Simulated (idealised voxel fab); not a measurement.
This section sets out a process module, namely voxel capacitor over wiring.
Section shown: cut. Width: 195 nm. Cell size: 5 nm, square.
Reading order for cross-sections: top band down to bottom band. Underlying form: a grid of square cells. Band size: one or more rows of cells. Band: top height; bottom height; in nm. Then, left to right: material with width in nm, for each material. "everywhere": a single material spanning edge to edge. "empty": empty space. Counting heights begins at 0, where everything beneath is, in the wafer as received, one material. The lowest band has no bottom; it goes on downwards, as "0 -> down" shows. You'd read "30->40" like this: the band's top row of cells is as wide as the first number, its bottom row is as wide as the second, and going down, every row changes width by the same amount as the row before did. "identical to before" -> step changed no cross-section cell. The entry titled "Enclosed cavity list" provides the empty spaces that have no open way to the top, restricted to those of 8 cells or more. Each is presented as width x height at distance, the distance being measured from the left edge, with all three in nm. Anything after a step's settings on that line? It's the simulator's own note about the step. overlay nm: where the mask lay relative to plan, measured to the right, on steps with a mask; negatives go left.

## The following list gives the planned process steps
1 RECEIVE, material Si
2 CONFORMAL_DEP, material SiO2, thk nm 10
3 DIRECTIONAL_DEP, material TiN, thk nm 5
4 DIRECTIONAL_DEP, material W, thk nm 25
5 PATTERN, tone cover, mask id METAL_1, material resist, width nm 25, pitch nm 90, thk nm 15, overlay nm 0
6 DIRECTIONAL_ETCH, etch materials W, depth nm 25
7 DIRECTIONAL_ETCH, etch materials TiN, depth nm 5
8 STRIP, etch materials resist
9 CONFORMAL_DEP, material SiN, thk nm 5
10 FILL_DEP, material SiO2, thk nm 5
11 CMP, height nm 40
12 CONFORMAL_DEP, material SiCN, thk nm 5
13 DIRECTIONAL_DEP, material SiO2, thk nm 20
14 DIRECTIONAL_DEP, material aC, thk nm 15
15 PATTERN, tone open, mask id PLUG_1, material resist, width nm 15, thk nm 35, overlay nm 0
16 DIRECTIONAL_ETCH, etch materials aC, depth nm 15
17 STRIP, etch materials resist
18 DIRECTIONAL_ETCH, etch materials SiO2, depth nm 20
19 DIRECTIONAL_ETCH, etch materials SiCN, depth nm 5
20 STRIP, etch materials aC
21 EPI, material Ru, thk nm 10
22 EPI, material Ru, thk nm 10
23 EPI, material Ru, thk nm 5
24 DIRECTIONAL_DEP, material TiN, thk nm 5
25 DIRECTIONAL_DEP, material Al2O3, thk nm 5
26 DIRECTIONAL_DEP, material TiN, thk nm 10
27 MASKED_ETCH, tone cover, mask id UPPER_PLATE, width nm 70, etch materials TiN, depth nm 10, overlay nm 0
28 MASKED_ETCH, tone cover, mask id UPPER_PLATE, width nm 70, etch materials Al2O3, depth nm 5, overlay nm 0
29 MASKED_ETCH, tone cover, mask id LOWER_PLATE, width nm 80, etch materials TiN, depth nm 5, overlay nm 0
30 FILL_DEP, material SiO2, thk nm 20
31 CMP, height nm 100
32 MASKED_ETCH, tone open, mask id PLUG_2, width nm 15, etch materials SiO2, depth nm 15, overlay nm 0
33 CONFORMAL_DEP, material TiN, thk nm 5
34 FILL_DEP, material Ru, thk nm 5
35 CMP, height nm 100
36 CONFORMAL_DEP, material SiCN, thk nm 5

## The cross-section here shows the wafer as received, i.e. in its state after step 1
0 -> down | Si everywhere
Enclosed cavity list: none

## Below is the wafer in cross-section after the module was completed. It began from the starting point shown above and followed the plan shown above, except that one mistake was made while running it
105 -> 100 | SiCN everywhere
100 -> 90 | SiO2=60; TiN=5; Ru=5; TiN=5; SiO2=120
90 -> 85 | SiO2=60; TiN=15; SiO2=120
85 -> 75 | SiO2=65; TiN=55; SiO2=75
75 -> 70 | SiO2=65; Al2O3=55; SiO2=75
70 -> 65 | SiO2=45; TiN=5; SiO2=15; TiN=60; SiO2=70
65 -> 60 | SiO2 everywhere
60 -> 50 | SiO2=50; TiN=15; SiO2=130
50 -> 45 | SiO2=50; Al2O3=15; SiO2=130
45 -> 40 | SiCN=50; TiN=15; SiCN=130
40 -> 35 | SiO2=35; SiN=35; SiO2=55; SiN=35; SiO2=35
35 -> 15 | SiO2=35; SiN=5; W=25; SiN=5; SiO2=55; SiN=5; W=25; SiN=5; SiO2=35
15 -> 10 | SiN=40; W=25; SiN=65; W=25; SiN=40
10 -> 0 | SiO2 everywhere
0 -> down | Si everywhere
Enclosed cavity list: none
The mistake made against the process plan was this: execution of step 3 of the plan did not take place, the step having been omitted
